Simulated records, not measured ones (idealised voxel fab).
Name of the process module below: voxel wiring stack
Section cut is 285 nm wide and gridded with 5 nm square cells.
When this document writes out a cross-section, it uses a grid of square cells and lists it as bands, beginning at the top and moving down, with a band standing for one or more rows of cells.
Basically the band line says how high the top is and how high the bottom is, in nm, and then what's in it from left to right, every material with its width in nm. Empty space shows up as "air", and if a single material carries "all across" it runs the full band edge to edge.
The level at which height equals 0 is the one under which the wafer, as it arrives, is entirely one material. No lower edge exists for the bottom band, which continues downward and is notated as in "from 0 down".
Top row gets the first number, bottom row gets the second, and each row in between changes by the same step: that is how a band width like "30->40" works.
Reading "changes: none" for a step: not a cell of the cross-section changed in it.
Under "Closed void list" you'll find the enclosed gaps, the ones with no way out to the top, that are 8 cells or bigger; each reads width x height at distance, with distance counted from the left edge, everything in nm.
It should be noted that, on the line of a given step, the content following the step's settings is a remark produced by the simulator itself with respect to that step.
If you see "overlay nm" on a step's line and that step has a mask, it's telling you how far right of where it was planned the mask ended up; a negative number means it went left instead.

### Process steps - plan
- 1: RECEIVE [material Si]
- 2: CONFORMAL_DEP [material SiO2] [thk nm 15]
- 3: DIRECTIONAL_DEP [material TiN] [thk nm 5]
- 4: DIRECTIONAL_DEP [material Ru] [thk nm 15]
- 5: PATTERN [tone cover] [mask id METAL_1] [material resist] [width nm 30] [pitch nm 45] [thk nm 15] [overlay nm 0]
- 6: DIRECTIONAL_ETCH [etch materials Ru] [depth nm 15]
- 7: DIRECTIONAL_ETCH [etch materials TiN] [depth nm 5]
- 8: STRIP [etch materials resist]
- 9: CONFORMAL_DEP [material SiCN] [thk nm 5]
- 10: FILL_DEP [material SiO2] [thk nm 10]
- 11: CMP [height nm 35]
- 12: CONFORMAL_DEP [material SiCN] [thk nm 5]
- 13: DIRECTIONAL_DEP [material lowk] [thk nm 20]
- 14: DIRECTIONAL_DEP [material aC] [thk nm 10]
- 15: PATTERN [tone open] [mask id PLUG_1] [material resist] [width nm 15] [thk nm 25] [overlay nm 0]
- 16: DIRECTIONAL_ETCH [etch materials aC] [depth nm 10]
- 17: STRIP [etch materials resist]
- 18: DIRECTIONAL_ETCH [etch materials lowk] [depth nm 20]
- 19: DIRECTIONAL_ETCH [etch materials SiCN] [depth nm 5]
- 20: STRIP [etch materials aC]
- 21: CONFORMAL_DEP [material TiN] [thk nm 5]
- 22: FILL_DEP [material W] [thk nm 10]
- 23: CMP [height nm 60]
- 24: CONFORMAL_DEP [material SiCN] [thk nm 5]
- 25: DIRECTIONAL_DEP [material SiO2] [thk nm 15]
- 26: MASKED_ETCH [tone open] [mask id METAL_2] [width nm 30] [pitch nm 45] [etch materials SiO2] [depth nm 15] [overlay nm 0]
- 27: MASKED_ETCH [tone open] [mask id METAL_2] [width nm 30] [pitch nm 45] [etch materials SiCN] [depth nm 5] [overlay nm 0]
- 28: CONFORMAL_DEP [material TiN] [thk nm 5]
- 29: FILL_DEP [material Cu] [thk nm 10]
- 30: CMP [height nm 80]
- 31: CONFORMAL_DEP [material SiCN] [thk nm 5]
- 32: DIRECTIONAL_DEP [material lowk] [thk nm 10]
- 33: MASKED_ETCH [tone open] [mask id PLUG_2] [width nm 15] [etch materials lowk] [depth nm 10] [overlay nm 0]
- 34: MASKED_ETCH [tone open] [mask id PLUG_2] [width nm 15] [etch materials SiCN] [depth nm 5] [overlay nm 0]
- 35: EPI [material Ru] [thk nm 10]
- 36: EPI [material Ru] [thk nm 5]
- 37: CONFORMAL_DEP [material SiN] [thk nm 5]
- 38: DIRECTIONAL_DEP [material SiO2] [thk nm 15]
- 39: DIRECTIONAL_DEP [material aC] [thk nm 15]
- 40: PATTERN [tone open] [mask id METAL_3] [material resist] [width nm 30] [pitch nm 45] [thk nm 35] [overlay nm 0]
- 41: DIRECTIONAL_ETCH [etch materials aC] [depth nm 15]
- 42: STRIP [etch materials resist]
- 43: DIRECTIONAL_ETCH [etch materials SiO2] [depth nm 15]
- 44: DIRECTIONAL_ETCH [etch materials SiN] [depth nm 5]
- 45: STRIP [etch materials aC]
- 46: CONFORMAL_DEP [material TiN] [thk nm 5]
- 47: FILL_DEP [material Ru] [thk nm 10]
- 48: CMP [height nm 115]
- 49: CONFORMAL_DEP [material SiCN] [thk nm 5]
- 50: DIRECTIONAL_DEP [material lowk] [thk nm 30]
- 51: PATTERN [tone open] [mask id METAL_4_HOLES] [material resist] [width nm 15] [thk nm 20] [overlay nm 0]
- 52: DIRECTIONAL_ETCH [etch materials lowk] [depth nm 30]
- 53: STRIP [etch materials resist]
- 54: PATTERN [tone open] [mask id METAL_4] [material resist] [width nm 30] [pitch nm 45] [thk nm 15] [overlay nm 0]
- 55: DIRECTIONAL_ETCH [etch materials lowk] [depth nm 20]
- 56: DIRECTIONAL_ETCH [etch materials SiCN] [depth nm 5]
- 57: STRIP [etch materials resist]
- 58: CONFORMAL_DEP [material TiN] [thk nm 5]
- 59: FILL_DEP [material Cu] [thk nm 5]
- 60: CMP [height nm 150]
- 61: CONFORMAL_DEP [material SiN] [thk nm 5]

### The first of the two wafers, which ran as planned

### Cross-section of the wafer as it came to us, i.e., already through step 1
* from 0 down = Si all across
* Closed void list: none

### The wafer, seen in cross-section, after step 2
* from 15 to 0 = SiO2 all across
* Heights below 0 show no change.

### The wafer, seen in cross-section, after step 3
* from 20 to 15 = TiN all across
* Heights below 15 show no change.

### The wafer, seen in cross-section, after step 4
* from 35 to 20 = Ru all across
* Heights below 20 show no change.

### The wafer, seen in cross-section, after step 5
* from 50 to 35 = air 105 nm, then resist 30 nm, then air 15 nm, then resist 30 nm, then air 105 nm
* Heights below 35 show no change.

### The wafer, seen in cross-section, after step 6
* from 50 to 35 = air 105 nm, then resist 30 nm, then air 15 nm, then resist 30 nm, then air 105 nm
* from 35 to 20 = air 105 nm, then Ru 30 nm, then air 15 nm, then Ru 30 nm, then air 105 nm
* Heights below 20 show no change.

### The wafer, seen in cross-section, after step 7
* from 50 to 35 = air 105 nm, then resist 30 nm, then air 15 nm, then resist 30 nm, then air 105 nm
* from 35 to 20 = air 105 nm, then Ru 30 nm, then air 15 nm, then Ru 30 nm, then air 105 nm
* from 20 to 15 = air 105 nm, then TiN 30 nm, then air 15 nm, then TiN 30 nm, then air 105 nm
* Heights below 15 show no change.

### The wafer, seen in cross-section, after step 8
* from 35 to 20 = air 105 nm, then Ru 30 nm, then air 15 nm, then Ru 30 nm, then air 105 nm
* Heights below 20 show no change.

### The wafer, seen in cross-section, after step 9
* from 40 to 35 = air 100 nm, then SiCN 40 nm, then air 5 nm, then SiCN 40 nm, then air 100 nm
* from 35 to 20 = air 100 nm, then SiCN 5 nm, then Ru 30 nm, then SiCN 5 nm, then air 5 nm, then SiCN 5 nm, then Ru 30 nm, then SiCN 5 nm, then air 100 nm
* from 20 to 15 = SiCN 105 nm, then TiN 30 nm, then SiCN 15 nm, then TiN 30 nm, then SiCN 105 nm
* Heights below 15 show no change.

### The wafer, seen in cross-section, after step 10
* from 50 to 40 = SiO2 all across
* from 40 to 35 = SiO2 100 nm, then SiCN 40 nm, then SiO2 5 nm, then SiCN 40 nm, then SiO2 100 nm
* from 35 to 20 = SiO2 100 nm, then SiCN 5 nm, then Ru 30 nm, then SiCN 5 nm, then SiO2 5 nm, then SiCN 5 nm, then Ru 30 nm, then SiCN 5 nm, then SiO2 100 nm
* Heights below 20 show no change.

### The wafer, seen in cross-section, after step 11
* from 35 to 20 = SiO2 100 nm, then SiCN 5 nm, then Ru 30 nm, then SiCN 5 nm, then SiO2 5 nm, then SiCN 5 nm, then Ru 30 nm, then SiCN 5 nm, then SiO2 100 nm
* Heights below 20 show no change.

### The wafer, seen in cross-section, after step 12
* from 40 to 35 = SiCN all across
* Heights below 35 show no change.

### The wafer, seen in cross-section, after step 13
* from 60 to 40 = lowk all across
* Heights below 40 show no change.

### The wafer, seen in cross-section, after step 14
* from 70 to 60 = aC all across
* Heights below 60 show no change.

### The wafer, seen in cross-section, after step 15
* from 95 to 70 = resist 105 nm, then air 15 nm, then resist 165 nm
* Heights below 70 show no change.

### The wafer, seen in cross-section, after step 16
* from 85 to 70 = resist 105 nm, then air 15 nm, then resist 165 nm
* from 70 to 60 = aC 105 nm, then air 15 nm, then aC 165 nm
* Heights below 60 show no change.

### The wafer, seen in cross-section, after step 17
* from 70 to 60 = aC 105 nm, then air 15 nm, then aC 165 nm
* Heights below 60 show no change.

### The wafer, seen in cross-section, after step 18
* from 70 to 60 = aC 105 nm, then air 15 nm, then aC 165 nm
* from 60 to 40 = lowk 105 nm, then air 15 nm, then lowk 165 nm
* Heights below 40 show no change.

### The wafer, seen in cross-section, after step 19
* from 70 to 60 = aC 105 nm, then air 15 nm, then aC 165 nm
* from 60 to 40 = lowk 105 nm, then air 15 nm, then lowk 165 nm
* from 40 to 35 = SiCN 105 nm, then air 15 nm, then SiCN 165 nm
* Heights below 35 show no change.

### The wafer, seen in cross-section, after step 20
* from 60 to 40 = lowk 105 nm, then air 15 nm, then lowk 165 nm
* Heights below 40 show no change.

### The wafer, seen in cross-section, after step 21
* from 65 to 60 = TiN 110 nm, then air 5 nm, then TiN 170 nm
* from 60 to 40 = lowk 105 nm, then TiN 5 nm, then air 5 nm, then TiN 5 nm, then lowk 165 nm
* from 40 to 35 = SiCN 105 nm, then TiN 15 nm, then SiCN 165 nm
* Heights below 35 show no change.

### The wafer, seen in cross-section, after step 22
* from 75 to 65 = W all across
* from 65 to 60 = TiN 110 nm, then W 5 nm, then TiN 170 nm
* from 60 to 40 = lowk 105 nm, then TiN 5 nm, then W 5 nm, then TiN 5 nm, then lowk 165 nm
* Heights below 40 show no change.

### The wafer, seen in cross-section, after step 23
* from 60 to 40 = lowk 105 nm, then TiN 5 nm, then W 5 nm, then TiN 5 nm, then lowk 165 nm
* Heights below 40 show no change.

### The wafer, seen in cross-section, after step 24
* from 65 to 60 = SiCN all across
* Heights below 60 show no change.

### The wafer, seen in cross-section, after step 25
* from 80 to 65 = SiO2 all across
* Heights below 65 show no change.

### The wafer, seen in cross-section, after step 26
* from 80 to 65 = SiO2 105 nm, then air 30 nm, then SiO2 15 nm, then air 30 nm, then SiO2 105 nm
* Heights below 65 show no change.

### The wafer, seen in cross-section, after step 27
* from 80 to 65 = SiO2 105 nm, then air 30 nm, then SiO2 15 nm, then air 30 nm, then SiO2 105 nm
* from 65 to 60 = SiCN 105 nm, then air 30 nm, then SiCN 15 nm, then air 30 nm, then SiCN 105 nm
* Heights below 60 show no change.

### The wafer, seen in cross-section, after step 28
* from 85 to 80 = TiN 110 nm, then air 20 nm, then TiN 25 nm, then air 20 nm, then TiN 110 nm
* from 80 to 65 = SiO2 105 nm, then TiN 5 nm, then air 20 nm, then TiN 5 nm, then SiO2 15 nm, then TiN 5 nm, then air 20 nm, then TiN 5 nm, then SiO2 105 nm
* from 65 to 60 = SiCN 105 nm, then TiN 30 nm, then SiCN 15 nm, then TiN 30 nm, then SiCN 105 nm
* Heights below 60 show no change.

### The wafer, seen in cross-section, after step 29
* from 95 to 85 = Cu all across
* from 85 to 80 = TiN 110 nm, then Cu 20 nm, then TiN 25 nm, then Cu 20 nm, then TiN 110 nm
* from 80 to 65 = SiO2 105 nm, then TiN 5 nm, then Cu 20 nm, then TiN 5 nm, then SiO2 15 nm, then TiN 5 nm, then Cu 20 nm, then TiN 5 nm, then SiO2 105 nm
* Heights below 65 show no change.

### The wafer, seen in cross-section, after step 30
* from 80 to 65 = SiO2 105 nm, then TiN 5 nm, then Cu 20 nm, then TiN 5 nm, then SiO2 15 nm, then TiN 5 nm, then Cu 20 nm, then TiN 5 nm, then SiO2 105 nm
* Heights below 65 show no change.

### The wafer, seen in cross-section, after step 31
* from 85 to 80 = SiCN all across
* Heights below 80 show no change.

### The wafer, seen in cross-section, after step 32
* from 95 to 85 = lowk all across
* Heights below 85 show no change.

### The wafer, seen in cross-section, after step 33
* from 95 to 85 = lowk 105 nm, then air 15 nm, then lowk 165 nm
* Heights below 85 show no change.

### The wafer, seen in cross-section, after step 34
* from 95 to 85 = lowk 105 nm, then air 15 nm, then lowk 165 nm
* from 85 to 80 = SiCN 105 nm, then air 15 nm, then SiCN 165 nm
* Heights below 80 show no change.

### The wafer, seen in cross-section, after step 35
* from 95 to 90 = lowk 105 nm, then air 15 nm, then lowk 165 nm
* from 90 to 85 = lowk 105 nm, then Ru 15 nm, then lowk 165 nm
* from 85 to 80 = SiCN 105 nm, then Ru 15 nm, then SiCN 165 nm
* Heights below 80 show no change.

### The wafer, seen in cross-section, after step 36
* from 95 to 85 = lowk 105 nm, then Ru 15 nm, then lowk 165 nm
* Heights below 85 show no change.

### The wafer, seen in cross-section, after step 37
* from 100 to 95 = SiN all across
* Heights below 95 show no change.

### The wafer, seen in cross-section, after step 38
* from 115 to 100 = SiO2 all across
* Heights below 100 show no change.

### The wafer, seen in cross-section, after step 39
* from 130 to 115 = aC all across
* Heights below 115 show no change.

### The wafer, seen in cross-section, after step 40
* from 165 to 130 = resist 105 nm, then air 30 nm, then resist 15 nm, then air 30 nm, then resist 105 nm
* Heights below 130 show no change.

### The wafer, seen in cross-section, after step 41
* from 150 to 130 = resist 105 nm, then air 30 nm, then resist 15 nm, then air 30 nm, then resist 105 nm
* from 130 to 115 = aC 105 nm, then air 30 nm, then aC 15 nm, then air 30 nm, then aC 105 nm
* Heights below 115 show no change.

### The wafer, seen in cross-section, after step 42
* from 130 to 115 = aC 105 nm, then air 30 nm, then aC 15 nm, then air 30 nm, then aC 105 nm
* Heights below 115 show no change.

### The wafer, seen in cross-section, after step 43
* from 130 to 115 = aC 105 nm, then air 30 nm, then aC 15 nm, then air 30 nm, then aC 105 nm
* from 115 to 100 = SiO2 105 nm, then air 30 nm, then SiO2 15 nm, then air 30 nm, then SiO2 105 nm
* Heights below 100 show no change.

### The wafer, seen in cross-section, after step 44
* from 130 to 115 = aC 105 nm, then air 30 nm, then aC 15 nm, then air 30 nm, then aC 105 nm
* from 115 to 100 = SiO2 105 nm, then air 30 nm, then SiO2 15 nm, then air 30 nm, then SiO2 105 nm
* from 100 to 95 = SiN 105 nm, then air 30 nm, then SiN 15 nm, then air 30 nm, then SiN 105 nm
* Heights below 95 show no change.

### The wafer, seen in cross-section, after step 45
* from 115 to 100 = SiO2 105 nm, then air 30 nm, then SiO2 15 nm, then air 30 nm, then SiO2 105 nm
* Heights below 100 show no change.

### The wafer, seen in cross-section, after step 46
* from 120 to 115 = TiN 110 nm, then air 20 nm, then TiN 25 nm, then air 20 nm, then TiN 110 nm
* from 115 to 100 = SiO2 105 nm, then TiN 5 nm, then air 20 nm, then TiN 5 nm, then SiO2 15 nm, then TiN 5 nm, then air 20 nm, then TiN 5 nm, then SiO2 105 nm
* from 100 to 95 = SiN 105 nm, then TiN 30 nm, then SiN 15 nm, then TiN 30 nm, then SiN 105 nm
* Heights below 95 show no change.

### The wafer, seen in cross-section, after step 47
* from 130 to 120 = Ru all across
* from 120 to 115 = TiN 110 nm, then Ru 20 nm, then TiN 25 nm, then Ru 20 nm, then TiN 110 nm
* from 115 to 100 = SiO2 105 nm, then TiN 5 nm, then Ru 20 nm, then TiN 5 nm, then SiO2 15 nm, then TiN 5 nm, then Ru 20 nm, then TiN 5 nm, then SiO2 105 nm
* Heights below 100 show no change.

### The wafer, seen in cross-section, after step 48
* from 115 to 100 = SiO2 105 nm, then TiN 5 nm, then Ru 20 nm, then TiN 5 nm, then SiO2 15 nm, then TiN 5 nm, then Ru 20 nm, then TiN 5 nm, then SiO2 105 nm
* Heights below 100 show no change.

### The wafer, seen in cross-section, after step 49
* from 120 to 115 = SiCN all across
* Heights below 115 show no change.

### The wafer, seen in cross-section, after step 50
* from 150 to 120 = lowk all across
* Heights below 120 show no change.

### The wafer, seen in cross-section, after step 51
* from 170 to 150 = resist 105 nm, then air 15 nm, then resist 165 nm
* Heights below 150 show no change.

### The wafer, seen in cross-section, after step 52
* from 170 to 150 = resist 105 nm, then air 15 nm, then resist 165 nm
* from 150 to 120 = lowk 105 nm, then air 15 nm, then lowk 165 nm
* Heights below 120 show no change.

### The wafer, seen in cross-section, after step 53
* from 150 to 120 = lowk 105 nm, then air 15 nm, then lowk 165 nm
* Heights below 120 show no change.

### The wafer, seen in cross-section, after step 54
* from 165 to 150 = resist 105 nm, then air 30 nm, then resist 15 nm, then air 30 nm, then resist 105 nm
* Heights below 150 show no change.

### The wafer, seen in cross-section, after step 55
* from 165 to 150 = resist 105 nm, then air 30 nm, then resist 15 nm, then air 30 nm, then resist 105 nm
* from 150 to 130 = lowk 105 nm, then air 30 nm, then lowk 15 nm, then air 30 nm, then lowk 105 nm
* Heights below 130 show no change.

### The wafer, seen in cross-section, after step 56
* from 165 to 150 = resist 105 nm, then air 30 nm, then resist 15 nm, then air 30 nm, then resist 105 nm
* from 150 to 130 = lowk 105 nm, then air 30 nm, then lowk 15 nm, then air 30 nm, then lowk 105 nm
* from 130 to 120 = lowk 105 nm, then air 15 nm, then lowk 165 nm
* from 120 to 115 = SiCN 105 nm, then air 15 nm, then SiCN 165 nm
* Heights below 115 show no change.

### The wafer, seen in cross-section, after step 57
* from 150 to 130 = lowk 105 nm, then air 30 nm, then lowk 15 nm, then air 30 nm, then lowk 105 nm
* Heights below 130 show no change.

### The wafer, seen in cross-section, after step 58
* from 155 to 150 = TiN 110 nm, then air 20 nm, then TiN 25 nm, then air 20 nm, then TiN 110 nm
* from 150 to 135 = lowk 105 nm, then TiN 5 nm, then air 20 nm, then TiN 5 nm, then lowk 15 nm, then TiN 5 nm, then air 20 nm, then TiN 5 nm, then lowk 105 nm
* from 135 to 130 = lowk 105 nm, then TiN 5 nm, then air 5 nm, then TiN 20 nm, then lowk 15 nm, then TiN 30 nm, then lowk 105 nm
* from 130 to 120 = lowk 105 nm, then TiN 5 nm, then air 5 nm, then TiN 5 nm, then lowk 165 nm
* from 120 to 115 = SiCN 105 nm, then TiN 15 nm, then SiCN 165 nm
* Heights below 115 show no change.

### The wafer, seen in cross-section, after step 59
* from 160 to 155 = Cu all across
* from 155 to 150 = TiN 110 nm, then Cu 20 nm, then TiN 25 nm, then Cu 20 nm, then TiN 110 nm
* from 150 to 135 = lowk 105 nm, then TiN 5 nm, then Cu 20 nm, then TiN 5 nm, then lowk 15 nm, then TiN 5 nm, then Cu 20 nm, then TiN 5 nm, then lowk 105 nm
* from 135 to 130 = lowk 105 nm, then TiN 5 nm, then Cu 5 nm, then TiN 20 nm, then lowk 15 nm, then TiN 30 nm, then lowk 105 nm
* from 130 to 120 = lowk 105 nm, then TiN 5 nm, then Cu 5 nm, then TiN 5 nm, then lowk 165 nm
* Heights below 120 show no change.

### The wafer, seen in cross-section, after step 60
* from 150 to 135 = lowk 105 nm, then TiN 5 nm, then Cu 20 nm, then TiN 5 nm, then lowk 15 nm, then TiN 5 nm, then Cu 20 nm, then TiN 5 nm, then lowk 105 nm
* Heights below 135 show no change.

### The wafer, seen in cross-section, after step 61
* from 155 to 150 = SiN all across
* Heights below 150 show no change.

### Second wafer, same starting conditions and recipe as the first, one mistake in executing it, nothing differs from the first up to and including step 26

### Second wafer profile in section, at the moment step 27 of the plan was meant to be complete
* from 80 to 65 = SiO2 105 nm, then air 30 nm, then SiO2 15 nm, then air 30 nm, then SiO2 105 nm
* from 65 to 60 = SiCN 105 nm, then air 25 nm, then SiCN 20 nm, then air 25 nm, then SiCN 110 nm
* Heights below 60 show no change.

### Second wafer profile in section, at the moment step 28 of the plan was meant to be complete
* from 85 to 80 = TiN 110 nm, then air 20 nm, then TiN 25 nm, then air 20 nm, then TiN 110 nm
* from 80 to 70 = SiO2 105 nm, then TiN 5 nm, then air 20 nm, then TiN 5 nm, then SiO2 15 nm, then TiN 5 nm, then air 20 nm, then TiN 5 nm, then SiO2 105 nm
* from 70 to 65 = SiO2 105 nm, then TiN 5 nm, then air 15 nm, then TiN 10 nm, then SiO2 15 nm, then TiN 5 nm, then air 15 nm, then TiN 10 nm, then SiO2 105 nm
* from 65 to 60 = SiCN 105 nm, then TiN 25 nm, then SiCN 20 nm, then TiN 25 nm, then SiCN 110 nm
* Heights below 60 show no change.

### Second wafer profile in section, at the moment step 29 of the plan was meant to be complete
* from 95 to 85 = Cu all across
* from 85 to 80 = TiN 110 nm, then Cu 20 nm, then TiN 25 nm, then Cu 20 nm, then TiN 110 nm
* from 80 to 70 = SiO2 105 nm, then TiN 5 nm, then Cu 20 nm, then TiN 5 nm, then SiO2 15 nm, then TiN 5 nm, then Cu 20 nm, then TiN 5 nm, then SiO2 105 nm
* from 70 to 65 = SiO2 105 nm, then TiN 5 nm, then Cu 15 nm, then TiN 10 nm, then SiO2 15 nm, then TiN 5 nm, then Cu 15 nm, then TiN 10 nm, then SiO2 105 nm
* Heights below 65 show no change.

### Second wafer profile in section, at the moment step 30 of the plan was meant to be complete
* from 80 to 70 = SiO2 105 nm, then TiN 5 nm, then Cu 20 nm, then TiN 5 nm, then SiO2 15 nm, then TiN 5 nm, then Cu 20 nm, then TiN 5 nm, then SiO2 105 nm
* Heights below 70 show no change.

### Second wafer profile in section, at the moment step 31 of the plan was meant to be complete
* from 85 to 80 = SiCN all across
* Heights below 80 show no change.

### Second wafer profile in section, at the moment step 32 of the plan was meant to be complete
* from 95 to 85 = lowk all across
* Heights below 85 show no change.

### Second wafer profile in section, at the moment step 33 of the plan was meant to be complete
* from 95 to 85 = lowk 105 nm, then air 15 nm, then lowk 165 nm
* Heights below 85 show no change.

### Second wafer profile in section, at the moment step 34 of the plan was meant to be complete
* from 95 to 85 = lowk 105 nm, then air 15 nm, then lowk 165 nm
* from 85 to 80 = SiCN 105 nm, then air 15 nm, then SiCN 165 nm
* Heights below 80 show no change.

### Second wafer profile in section, at the moment step 35 of the plan was meant to be complete
* from 95 to 90 = lowk 105 nm, then air 15 nm, then lowk 165 nm
* from 90 to 85 = lowk 105 nm, then Ru 15 nm, then lowk 165 nm
* from 85 to 80 = SiCN 105 nm, then Ru 15 nm, then SiCN 165 nm
* Heights below 80 show no change.

### Second wafer profile in section, at the moment step 36 of the plan was meant to be complete
* from 95 to 85 = lowk 105 nm, then Ru 15 nm, then lowk 165 nm
* Heights below 85 show no change.

### Second wafer profile in section, at the moment step 37 of the plan was meant to be complete
* from 100 to 95 = SiN all across
* Heights below 95 show no change.

### Second wafer profile in section, at the moment step 38 of the plan was meant to be complete
* from 115 to 100 = SiO2 all across
* Heights below 100 show no change.

### Second wafer profile in section, at the moment step 39 of the plan was meant to be complete
* from 130 to 115 = aC all across
* Heights below 115 show no change.

### Second wafer profile in section, at the moment step 40 of the plan was meant to be complete
* from 165 to 130 = resist 105 nm, then air 30 nm, then resist 15 nm, then air 30 nm, then resist 105 nm
* Heights below 130 show no change.

### Second wafer profile in section, at the moment step 41 of the plan was meant to be complete
* from 150 to 130 = resist 105 nm, then air 30 nm, then resist 15 nm, then air 30 nm, then resist 105 nm
* from 130 to 115 = aC 105 nm, then air 30 nm, then aC 15 nm, then air 30 nm, then aC 105 nm
* Heights below 115 show no change.

### Second wafer profile in section, at the moment step 42 of the plan was meant to be complete
* from 130 to 115 = aC 105 nm, then air 30 nm, then aC 15 nm, then air 30 nm, then aC 105 nm
* Heights below 115 show no change.

### Second wafer profile in section, at the moment step 43 of the plan was meant to be complete
* from 130 to 115 = aC 105 nm, then air 30 nm, then aC 15 nm, then air 30 nm, then aC 105 nm
* from 115 to 100 = SiO2 105 nm, then air 30 nm, then SiO2 15 nm, then air 30 nm, then SiO2 105 nm
* Heights below 100 show no change.

### Second wafer profile in section, at the moment step 44 of the plan was meant to be complete
* from 130 to 115 = aC 105 nm, then air 30 nm, then aC 15 nm, then air 30 nm, then aC 105 nm
* from 115 to 100 = SiO2 105 nm, then air 30 nm, then SiO2 15 nm, then air 30 nm, then SiO2 105 nm
* from 100 to 95 = SiN 105 nm, then air 30 nm, then SiN 15 nm, then air 30 nm, then SiN 105 nm
* Heights below 95 show no change.

### Second wafer profile in section, at the moment step 45 of the plan was meant to be complete
* from 115 to 100 = SiO2 105 nm, then air 30 nm, then SiO2 15 nm, then air 30 nm, then SiO2 105 nm
* Heights below 100 show no change.

### Second wafer profile in section, at the moment step 46 of the plan was meant to be complete
* from 120 to 115 = TiN 110 nm, then air 20 nm, then TiN 25 nm, then air 20 nm, then TiN 110 nm
* from 115 to 100 = SiO2 105 nm, then TiN 5 nm, then air 20 nm, then TiN 5 nm, then SiO2 15 nm, then TiN 5 nm, then air 20 nm, then TiN 5 nm, then SiO2 105 nm
* from 100 to 95 = SiN 105 nm, then TiN 30 nm, then SiN 15 nm, then TiN 30 nm, then SiN 105 nm
* Heights below 95 show no change.

### Second wafer profile in section, at the moment step 47 of the plan was meant to be complete
* from 130 to 120 = Ru all across
* from 120 to 115 = TiN 110 nm, then Ru 20 nm, then TiN 25 nm, then Ru 20 nm, then TiN 110 nm
* from 115 to 100 = SiO2 105 nm, then TiN 5 nm, then Ru 20 nm, then TiN 5 nm, then SiO2 15 nm, then TiN 5 nm, then Ru 20 nm, then TiN 5 nm, then SiO2 105 nm
* Heights below 100 show no change.

### Second wafer profile in section, at the moment step 48 of the plan was meant to be complete
* from 115 to 100 = SiO2 105 nm, then TiN 5 nm, then Ru 20 nm, then TiN 5 nm, then SiO2 15 nm, then TiN 5 nm, then Ru 20 nm, then TiN 5 nm, then SiO2 105 nm
* Heights below 100 show no change.

### Second wafer profile in section, at the moment step 49 of the plan was meant to be complete
* from 120 to 115 = SiCN all across
* Heights below 115 show no change.

### Second wafer profile in section, at the moment step 50 of the plan was meant to be complete
* from 150 to 120 = lowk all across
* Heights below 120 show no change.

### Second wafer profile in section, at the moment step 51 of the plan was meant to be complete
* from 170 to 150 = resist 105 nm, then air 15 nm, then resist 165 nm
* Heights below 150 show no change.

### Second wafer profile in section, at the moment step 52 of the plan was meant to be complete
* from 170 to 150 = resist 105 nm, then air 15 nm, then resist 165 nm
* from 150 to 120 = lowk 105 nm, then air 15 nm, then lowk 165 nm
* Heights below 120 show no change.

### Second wafer profile in section, at the moment step 53 of the plan was meant to be complete
* from 150 to 120 = lowk 105 nm, then air 15 nm, then lowk 165 nm
* Heights below 120 show no change.

### Second wafer profile in section, at the moment step 54 of the plan was meant to be complete
* from 165 to 150 = resist 105 nm, then air 30 nm, then resist 15 nm, then air 30 nm, then resist 105 nm
* Heights below 150 show no change.

### Second wafer profile in section, at the moment step 55 of the plan was meant to be complete
* from 165 to 150 = resist 105 nm, then air 30 nm, then resist 15 nm, then air 30 nm, then resist 105 nm
* from 150 to 130 = lowk 105 nm, then air 30 nm, then lowk 15 nm, then air 30 nm, then lowk 105 nm
* Heights below 130 show no change.

### Second wafer profile in section, at the moment step 56 of the plan was meant to be complete
* from 165 to 150 = resist 105 nm, then air 30 nm, then resist 15 nm, then air 30 nm, then resist 105 nm
* from 150 to 130 = lowk 105 nm, then air 30 nm, then lowk 15 nm, then air 30 nm, then lowk 105 nm
* from 130 to 120 = lowk 105 nm, then air 15 nm, then lowk 165 nm
* from 120 to 115 = SiCN 105 nm, then air 15 nm, then SiCN 165 nm
* Heights below 115 show no change.

### Second wafer profile in section, at the moment step 57 of the plan was meant to be complete
* from 150 to 130 = lowk 105 nm, then air 30 nm, then lowk 15 nm, then air 30 nm, then lowk 105 nm
* Heights below 130 show no change.

### Second wafer profile in section, at the moment step 58 of the plan was meant to be complete
* from 155 to 150 = TiN 110 nm, then air 20 nm, then TiN 25 nm, then air 20 nm, then TiN 110 nm
* from 150 to 135 = lowk 105 nm, then TiN 5 nm, then air 20 nm, then TiN 5 nm, then lowk 15 nm, then TiN 5 nm, then air 20 nm, then TiN 5 nm, then lowk 105 nm
* from 135 to 130 = lowk 105 nm, then TiN 5 nm, then air 5 nm, then TiN 20 nm, then lowk 15 nm, then TiN 30 nm, then lowk 105 nm
* from 130 to 120 = lowk 105 nm, then TiN 5 nm, then air 5 nm, then TiN 5 nm, then lowk 165 nm
* from 120 to 115 = SiCN 105 nm, then TiN 15 nm, then SiCN 165 nm
* Heights below 115 show no change.

### Second wafer profile in section, at the moment step 59 of the plan was meant to be complete
* from 160 to 155 = Cu all across
* from 155 to 150 = TiN 110 nm, then Cu 20 nm, then TiN 25 nm, then Cu 20 nm, then TiN 110 nm
* from 150 to 135 = lowk 105 nm, then TiN 5 nm, then Cu 20 nm, then TiN 5 nm, then lowk 15 nm, then TiN 5 nm, then Cu 20 nm, then TiN 5 nm, then lowk 105 nm
* from 135 to 130 = lowk 105 nm, then TiN 5 nm, then Cu 5 nm, then TiN 20 nm, then lowk 15 nm, then TiN 30 nm, then lowk 105 nm
* from 130 to 120 = lowk 105 nm, then TiN 5 nm, then Cu 5 nm, then TiN 5 nm, then lowk 165 nm
* Heights below 120 show no change.

### Second wafer profile in section, at the moment step 60 of the plan was meant to be complete
* from 150 to 135 = lowk 105 nm, then TiN 5 nm, then Cu 20 nm, then TiN 5 nm, then lowk 15 nm, then TiN 5 nm, then Cu 20 nm, then TiN 5 nm, then lowk 105 nm
* Heights below 135 show no change.

### Second wafer profile in section, at the moment step 61 of the plan was meant to be complete
* from 155 to 150 = SiN all across
* Heights below 150 show no change.
Diagnosis: step 27 ran with different settings than intended, the actual operation and settings being MASKED_ETCH [tone open] [mask id METAL_2] [width nm 30] [pitch nm 45] [etch materials SiCN] [depth nm 5] [overlay nm -5]
Bottom line after processing is that, in cells, the second wafer is up or down on some materials versus the first: Cu: 2 fewer, SiCN: 2 more
